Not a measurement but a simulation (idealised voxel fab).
process module | voxel spacer lines
cross-section cut | 275 nm wide | cells 5 nm
A cross-section is a grid of square cells, given in bands from the top down. A band is one or more rows of cells.
Each band's line starts with the height of the band's top and of its bottom, in nm. Then come its materials from left to right, each with its width in nm. One material with "throughout" fills the band from edge to edge. "air" is empty space.
Height 0 is the level under which the wafer as received is all one material. The lowest band goes on downwards, as in "0 down".
A width such as "30 to 40" changes by the same amount from each row of cells to the next, from the band's top row to its bottom row.
"no change" after a step means that no cell of the cross-section changed.
closed voids: empty space of 8 cells or more with no open way to the top, each as width x height at its distance from the left edge, in nm
after a step's settings: what the simulator itself notes on the step
overlay nm, on a step with a mask: how far to the right of its planned place the mask lay; to the left if negative
plan
1 op RECEIVE | material Si
2 op CONFORMAL_DEP | material Al2O3 | thk nm 5
3 op DIRECTIONAL_DEP | material SiN | thk nm 15
4 op DIRECTIONAL_DEP | material polySi | thk nm 20
5 op PATTERN | tone cover | mask id MANDREL | material resist | width nm 25 | pitch nm 70 | thk nm 25 | overlay nm 0
6 op DIRECTIONAL_ETCH | etch materials polySi | depth nm 20
7 op STRIP | etch materials resist
8 op CONFORMAL_DEP | material SiO2 | thk nm 10
9 op DIRECTIONAL_ETCH | etch materials SiO2 | depth nm 10
10 op STRIP | etch materials polySi
11 op DIRECTIONAL_ETCH | etch materials SiN | depth nm 15
12 op STRIP | etch materials SiO2
first wafer, as planned
as received, after step 1
  0 down: Si throughout
  closed voids: none
after step 2
  5 to 0: Al2O3 throughout
  below 0: unchanged
after step 3
  20 to 5: SiN throughout
  below 5: unchanged
after step 4
  40 to 20: polySi throughout
  below 20: unchanged
after step 5
  65 to 40: air 55 | resist 25 | air 45 | resist 25 | air 45 | resist 25 | air 55
  below 40: unchanged
after step 6
  65 to 40: air 55 | resist 25 | air 45 | resist 25 | air 45 | resist 25 | air 55
  40 to 20: air 55 | polySi 25 | air 45 | polySi 25 | air 45 | polySi 25 | air 55
  below 20: unchanged
after step 7
  40 to 20: air 55 | polySi 25 | air 45 | polySi 25 | air 45 | polySi 25 | air 55
  below 20: unchanged
after step 8
  50 to 40: air 45 | SiO2 45 | air 25 | SiO2 45 | air 25 | SiO2 45 | air 45
  40 to 30: air 45 | SiO2 10 | polySi 25 | SiO2 10 | air 25 | SiO2 10 | polySi 25 | SiO2 10 | air 25 | SiO2 10 | polySi 25 | SiO2 10 | air 45
  30 to 20: SiO2 55 | polySi 25 | SiO2 45 | polySi 25 | SiO2 45 | polySi 25 | SiO2 55
  below 20: unchanged
after step 9
  40 to 20: air 45 | SiO2 10 | polySi 25 | SiO2 10 | air 25 | SiO2 10 | polySi 25 | SiO2 10 | air 25 | SiO2 10 | polySi 25 | SiO2 10 | air 45
  below 20: unchanged
after step 10
  40 to 20: air 45 | SiO2 10 | air 25 | SiO2 10 | air 25 | SiO2 10 | air 25 | SiO2 10 | air 25 | SiO2 10 | air 25 | SiO2 10 | air 45
  below 20: unchanged
after step 11
  40 to 20: air 45 | SiO2 10 | air 25 | SiO2 10 | air 25 | SiO2 10 | air 25 | SiO2 10 | air 25 | SiO2 10 | air 25 | SiO2 10 | air 45
  20 to 5: air 45 | SiN 10 | air 25 | SiN 10 | air 25 | SiN 10 | air 25 | SiN 10 | air 25 | SiN 10 | air 25 | SiN 10 | air 45
  below 5: unchanged
after step 12
  20 to 5: air 45 | SiN 10 | air 25 | SiN 10 | air 25 | SiN 10 | air 25 | SiN 10 | air 25 | SiN 10 | air 25 | SiN 10 | air 45
  below 5: unchanged
second wafer: like start, like plan, one mistake. Through step 2 it matches the first wafer
when step 3 should have ended
  35 to 5: SiN throughout
  below 5: unchanged
when step 4 should have ended
  55 to 35: polySi throughout
  below 35: unchanged
when step 5 should have ended
  80 to 55: air 55 | resist 25 | air 45 | resist 25 | air 45 | resist 25 | air 55
  below 55: unchanged
when step 6 should have ended
  80 to 55: air 55 | resist 25 | air 45 | resist 25 | air 45 | resist 25 | air 55
  55 to 35: air 55 | polySi 25 | air 45 | polySi 25 | air 45 | polySi 25 | air 55
  below 35: unchanged
when step 7 should have ended
  55 to 35: air 55 | polySi 25 | air 45 | polySi 25 | air 45 | polySi 25 | air 55
  below 35: unchanged
when step 8 should have ended
  65 to 55: air 45 | SiO2 45 | air 25 | SiO2 45 | air 25 | SiO2 45 | air 45
  55 to 45: air 45 | SiO2 10 | polySi 25 | SiO2 10 | air 25 | SiO2 10 | polySi 25 | SiO2 10 | air 25 | SiO2 10 | polySi 25 | SiO2 10 | air 45
  45 to 35: SiO2 55 | polySi 25 | SiO2 45 | polySi 25 | SiO2 45 | polySi 25 | SiO2 55
  below 35: unchanged
when step 9 should have ended
  55 to 35: air 45 | SiO2 10 | polySi 25 | SiO2 10 | air 25 | SiO2 10 | polySi 25 | SiO2 10 | air 25 | SiO2 10 | polySi 25 | SiO2 10 | air 45
  below 35: unchanged
when step 10 should have ended
  55 to 35: air 45 | SiO2 10 | air 25 | SiO2 10 | air 25 | SiO2 10 | air 25 | SiO2 10 | air 25 | SiO2 10 | air 25 | SiO2 10 | air 45
  below 35: unchanged
when step 11 should have ended
  55 to 35: air 45 | SiO2 10 | air 25 | SiO2 10 | air 25 | SiO2 10 | air 25 | SiO2 10 | air 25 | SiO2 10 | air 25 | SiO2 10 | air 45
  35 to 20: air 45 | SiN 10 | air 25 | SiN 10 | air 25 | SiN 10 | air 25 | SiN 10 | air 25 | SiN 10 | air 25 | SiN 10 | air 45
  below 20: unchanged
when step 12 should have ended
  35 to 20: air 45 | SiN 10 | air 25 | SiN 10 | air 25 | SiN 10 | air 25 | SiN 10 | air 25 | SiN 10 | air 25 | SiN 10 | air 45
  below 20: unchanged
what went wrong: step 3 was run twice
at the end the second wafer has, in cells: 165 more of SiN
